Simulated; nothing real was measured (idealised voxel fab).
Process module heading - voxel transistor to metal
Shown is cross-section cut, with a width of 175 nm and square cells of size 5 nm.
Format of a cross-section: grid, square cells. Given as bands. Order: top down. Band: one or more rows of cells. Look at the band entry: it leads with the top's height and the bottom's height in nm. Then it lists the materials left to right, with a width in nm for each. The word "throughout" on a single material says that material fills the band edge to edge. The word "blank" is empty space. Basically, 0 is our baseline, since under it the wafer straight out of the box is all one material. The bottom band has no lower end and keeps on going down, so it looks like "0 down". Graded width ("30..40"): value in top row of band = first number; value in bottom row = second number; row-to-row change constant. A step reported as "same as before" is a step in which no cell of the cross-section changed. The entry titled "Listed closed voids" provides the empty spaces that have no open way to the top, restricted to those of 8 cells or more. Each is presented as width x height at distance, the distance being measured from the left edge, with all three in nm. Note: text after step settings on the step line = simulator remark on that step. overlay nm: where the mask lay relative to plan, measured to the right, on steps with a mask; negatives go left.

**Intended process steps**
1) RECEIVE [material Si]
2) CONFORMAL_DEP [material SiO2] [thk nm 5]
3) CONFORMAL_DEP [material SiN] [thk nm 15]
4) PATTERN [tone cover] [mask id ACTIVE] [material resist] [width nm 105] [thk nm 20] [overlay nm 0]
5) DIRECTIONAL_ETCH [etch materials SiN] [depth nm 15]
6) DIRECTIONAL_ETCH [etch materials SiO2] [depth nm 5]
7) DIRECTIONAL_ETCH [etch materials Si] [depth nm 25]
8) STRIP [etch materials resist]
9) FILL_DEP [material SiO2] [thk nm 15]
10) CMP [height nm 20]
11) SELECTIVE_ETCH [etch materials SiO2] [depth nm 5]
12) STRIP [etch materials SiN]
13) SELECTIVE_ETCH [etch materials SiO2] [depth nm 5]
14) OXIDIZE [depth nm 5]
15) DIRECTIONAL_DEP [material polySi] [thk nm 20]
16) DIRECTIONAL_DEP [material SiCN] [thk nm 10]
17) DIRECTIONAL_DEP [material aC] [thk nm 15]
18) PATTERN [tone cover] [mask id GATE] [material resist] [width nm 25] [thk nm 30] [overlay nm 0]
19) DIRECTIONAL_ETCH [etch materials aC] [depth nm 15]
20) STRIP [etch materials resist]
21) DIRECTIONAL_ETCH [etch materials SiCN] [depth nm 20]
22) DIRECTIONAL_ETCH [etch materials polySi] [depth nm 30]
23) STRIP [etch materials aC]
24) CONFORMAL_DEP [material SiN] [thk nm 5]
25) DIRECTIONAL_ETCH [etch materials SiN] [depth nm 5]
26) DIRECTIONAL_ETCH [etch materials SiO2] [depth nm 5]
27) EPI [material SiGe] [thk nm 5]
28) FILL_DEP [material SiO2] [thk nm 5]
29) CMP [height nm 20]
30) STRIP [etch materials polySi]
31) SELECTIVE_ETCH [etch materials SiO2] [depth nm 5]
32) CONFORMAL_DEP [material HfO2] [thk nm 5]
33) CONFORMAL_DEP [material TiN] [thk nm 5]
34) FILL_DEP [material W] [thk nm 5]
35) CMP [height nm 15]
36) DIRECTIONAL_DEP [material SiO2] [thk nm 10]
37) DIRECTIONAL_DEP [material aC] [thk nm 15]
38) PATTERN [tone open] [mask id CONTACT] [material resist] [width nm 20] [pitch nm 75] [thk nm 30] [overlay nm 0]
39) DIRECTIONAL_ETCH [etch materials aC] [depth nm 15]
40) STRIP [etch materials resist]
41) DIRECTIONAL_ETCH [etch materials SiO2] [depth nm 25]
42) STRIP [etch materials aC]
43) CONFORMAL_DEP [material TiN] [thk nm 5]
44) FILL_DEP [material W] [thk nm 5]
45) CMP [height nm 25]
46) CONFORMAL_DEP [material SiCN] [thk nm 5]
47) DIRECTIONAL_DEP [material lowk] [thk nm 15]
48) PATTERN [tone open] [mask id METAL_1] [material resist] [width nm 20] [pitch nm 75] [thk nm 15] [overlay nm 0]
49) DIRECTIONAL_ETCH [etch materials lowk] [depth nm 15]
50) DIRECTIONAL_ETCH [etch materials SiCN] [depth nm 5]
51) STRIP [etch materials resist]
52) CONFORMAL_DEP [material TiN] [thk nm 5]
53) FILL_DEP [material Ru] [thk nm 10]
54) CMP [height nm 45]
55) CONFORMAL_DEP [material SiCN] [thk nm 5]
56) DIRECTIONAL_DEP [material lowk] [thk nm 25]
57) DIRECTIONAL_DEP [material aC] [thk nm 10]
58) PATTERN [tone open] [mask id METAL_2] [material resist] [width nm 20] [pitch nm 75] [thk nm 25] [overlay nm 0]
59) DIRECTIONAL_ETCH [etch materials aC] [depth nm 10]
60) STRIP [etch materials resist]
61) DIRECTIONAL_ETCH [etch materials lowk] [depth nm 15]
62) STRIP [etch materials aC]
63) PATTERN [tone open] [mask id METAL_2_HOLES] [material resist] [width nm 15] [pitch nm 75] [thk nm 20] [overlay nm 0]
64) DIRECTIONAL_ETCH [etch materials lowk] [depth nm 10]
65) DIRECTIONAL_ETCH [etch materials SiCN] [depth nm 5]
66) STRIP [etch materials resist]
67) CONFORMAL_DEP [material TiN] [thk nm 5]
68) FILL_DEP [material Ru] [thk nm 5]
69) CMP [height nm 75]
70) CONFORMAL_DEP [material SiCN] [thk nm 5]

**Cross-section of the wafer upon arrival, representing the state reached after step 1**
0 down: Si throughout
Listed closed voids: none

**first wafer at the end, as planned**
80 to 75: SiCN throughout
75 to 65: 40 of lowk, 5 of TiN, 10 of Ru, 5 of TiN, 55 of lowk, 5 of TiN, 10 of Ru, 5 of TiN, 40 of lowk
65 to 60: 40 of lowk, 5 of TiN, 5 of Ru, 10 of TiN, 55 of lowk, 5 of TiN, 5 of Ru, 10 of TiN, 40 of lowk
60 to 50: 40 of lowk, 5 of TiN, 5 of Ru, 5 of TiN, 60 of lowk, 5 of TiN, 5 of Ru, 5 of TiN, 45 of lowk
50 to 45: 40 of SiCN, 15 of TiN, 60 of SiCN, 15 of TiN, 45 of SiCN
45 to 30: 40 of lowk, 5 of TiN, 10 of Ru, 5 of TiN, 55 of lowk, 5 of TiN, 10 of Ru, 5 of TiN, 40 of lowk
30 to 25: 40 of SiCN, 20 of TiN, 55 of SiCN, 20 of TiN, 40 of SiCN
25 to 15: 40 of SiO2, 5 of TiN, 10 of W, 5 of TiN, 55 of SiO2, 5 of TiN, 10 of W, 5 of TiN, 40 of SiO2
15 to 10: 40 of SiO2, 5 of TiN, 10 of W, 5 of TiN, 10 of SiO2, 5 of SiN, 5 of HfO2, 5 of TiN, 5 of W, 5 of TiN, 5 of HfO2, 5 of SiN, 10 of SiO2, 5 of TiN, 10 of W, 5 of TiN, 40 of SiO2
10 to 5: 30 of SiO2, 5 of SiN, 5 of SiO2, 5 of TiN, 10 of W, 5 of TiN, 10 of SiO2, 5 of SiN, 5 of HfO2, 5 of TiN, 5 of W, 5 of TiN, 5 of HfO2, 5 of SiN, 10 of SiO2, 5 of TiN, 10 of W, 5 of TiN, 5 of SiO2, 5 of SiN, 30 of SiO2
5 to 0: 30 of SiO2, 5 of SiN, 5 of SiO2, 20 of TiN, 10 of SiO2, 5 of SiN, 5 of HfO2, 15 of TiN, 5 of HfO2, 5 of SiN, 10 of SiO2, 20 of TiN, 5 of SiO2, 5 of SiN, 30 of SiO2
0 to -5: 35 of SiO2, 35 of SiGe, 35 of HfO2, 35 of SiGe, 35 of SiO2
-5 to -25: 35 of SiO2, 105 of Si, 35 of SiO2
-25 down: Si throughout
Listed closed voids: none

**Presented here is a cross-section of the second of the two wafers as it stood at the end of the module. It was started in the same manner and assigned the same plan as the first wafer; however, one mistake was made in its execution**
80 to 75: SiCN throughout
75 to 65: 40 of lowk, 5 of TiN, 10 of Ru, 5 of TiN, 55 of lowk, 5 of TiN, 10 of Ru, 5 of TiN, 40 of lowk
65 to 60: 40 of lowk, 5 of TiN, 5 of Ru, 10 of TiN, 55 of lowk, 5 of TiN, 5 of Ru, 10 of TiN, 40 of lowk
60 to 50: 40 of lowk, 5 of TiN, 5 of Ru, 5 of TiN, 60 of lowk, 5 of TiN, 5 of Ru, 5 of TiN, 45 of lowk
50 to 45: 40 of SiCN, 15 of TiN, 60 of SiCN, 15 of TiN, 45 of SiCN
45 to 30: 40 of lowk, 5 of TiN, 10 of Ru, 5 of TiN, 55 of lowk, 5 of TiN, 10 of Ru, 5 of TiN, 40 of lowk
30 to 25: 40 of SiCN, 20 of TiN, 55 of SiCN, 20 of TiN, 40 of SiCN
25 to 15: 40 of SiO2, 5 of TiN, 10 of W, 5 of TiN, 55 of SiO2, 5 of TiN, 10 of W, 5 of TiN, 40 of SiO2
15 to 10: 40 of SiO2, 5 of TiN, 10 of W, 5 of TiN, 10 of SiO2, 5 of SiN, 5 of HfO2, 5 of TiN, 5 of W, 5 of TiN, 5 of HfO2, 5 of SiN, 10 of SiO2, 5 of TiN, 10 of W, 5 of TiN, 40 of SiO2
10 to 5: 30 of SiO2, 5 of SiN, 5 of SiO2, 5 of TiN, 10 of W, 5 of TiN, 10 of SiO2, 5 of SiN, 5 of HfO2, 5 of TiN, 5 of W, 5 of TiN, 5 of HfO2, 5 of SiN, 10 of SiO2, 5 of TiN, 10 of W, 5 of TiN, 5 of SiO2, 5 of SiN, 30 of SiO2
5 to 0: 30 of SiO2, 5 of SiN, 5 of SiO2, 20 of TiN, 10 of SiO2, 5 of SiN, 5 of HfO2, 15 of TiN, 5 of HfO2, 5 of SiN, 10 of SiO2, 20 of TiN, 5 of SiO2, 5 of SiN, 30 of SiO2
0 to -5: 35 of SiO2, 35 of SiGe, 35 of HfO2, 35 of SiGe, 35 of SiO2
-5 to -35: 35 of SiO2, 105 of Si, 35 of SiO2
-35 down: Si throughout
Listed closed voids: none
Misprocessing identified: note that step 7 departed from the planned setting and was carried out as DIRECTIONAL_ETCH [etch materials Si] [depth nm 35]
End of process, cell counts, second wafer against first, materials with more or fewer: Si: 28 fewer | SiO2: 28 more
